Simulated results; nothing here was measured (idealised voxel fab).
Name of the process module below: voxel local oxidation
Cross-section cut: width 240 nm, square cells of 5 nm.
Cross-section, as written here: a square-cell grid given band by band from the top down, where a band holds one or more rows of cells. Within each band entry, the heights of the top and of the bottom of the band appear first, in that order and in nm; the materials of the band then follow from left to right, each with its corresponding width in nm. The designation "everywhere" on a single material indicates that it fills the band from edge to edge; the designation "empty" indicates empty space. Basically, 0 is our baseline, since under it the wafer straight out of the box is all one material. The bottom band has no lower end and keeps on going down, so it looks like "0 nm and below". You'd read "30->40" like this: the band's top row of cells is as wide as the first number, its bottom row is as wide as the second, and going down, every row changes width by the same amount as the row before did. "no change occurred" for a step: no cell of the cross-section changed in that step. Entry "Fully sealed cavities" = empty spaces >= 8 cells with no open way to the top; each as width x height at distance, distance from left edge, all nm. after a step's settings: what the simulator itself notes on the step. What "overlay nm" on a step's line means: if the step has a mask, that mask lay this far to the right of its planned place, or, when the value is negative, to the left.

## The planned process steps are enumerated hereunder
- 1: op RECEIVE | material Si
- 2: op OXIDIZE | depth nm 5
- 3: op CONFORMAL_DEP | material SiN | thk nm 10
- 4: op DIRECTIONAL_DEP | material aC | thk nm 15
- 5: op PATTERN | tone cover | mask id ACTIVE | material resist | width nm 90 | thk nm 35 | overlay nm 0
- 6: op DIRECTIONAL_ETCH | etch materials aC | depth nm 15
- 7: op STRIP | etch materials resist
- 8: op DIRECTIONAL_ETCH | etch materials SiN | depth nm 10
- 9: op STRIP | etch materials aC
- 10: op SELECTIVE_ETCH | etch materials SiO2 | depth nm 5
- 11: op OXIDIZE | depth nm 15
- 12: op STRIP | etch materials SiN
Don't read the plan's width nm for step 5 as applying to every wafer: that's the first wafer's value, and the wafers differ in it, though they all start identical.

## First of several wafers (as received, post step 1), cross-sectional view
	0 nm and below = Si everywhere
	Fully sealed cavities: none

## The first of several wafers, seen in cross-section after the module's last step, step 12
	0 nm to -5 nm = empty 80, then SiO2 80, then empty 80
	-5 nm to -20 nm = SiO2 95, then Si 50, then SiO2 95
	-20 nm and below = Si everywhere
	Fully sealed cavities: none

## Cross-section of the last wafer at end of module
	0 nm to -5 nm = empty 70, then SiO2 105, then empty 65
	-5 nm to -20 nm = SiO2 85, then Si 75, then SiO2 80
	-20 nm and below = Si everywhere
	Fully sealed cavities: none

## Below is a per-wafer table. In it, each row describes the wafer at the end of the module by giving, for each material, the number of cells gained (+) or lost (-) since the wafer was received, and after that the closed voids of the wafer
width nm 90, -162 Si, +130 SiO2, Fully sealed cavities: none
width nm 95, -159 Si, +128 SiO2, Fully sealed cavities: none
width nm 100, -156 Si, +126 SiO2, Fully sealed cavities: none
width nm 105, -153 Si, +124 SiO2, Fully sealed cavities: none
width nm 110, -150 Si, +122 SiO2, Fully sealed cavities: none
width nm 115, -147 Si, +120 SiO2, Fully sealed cavities: none
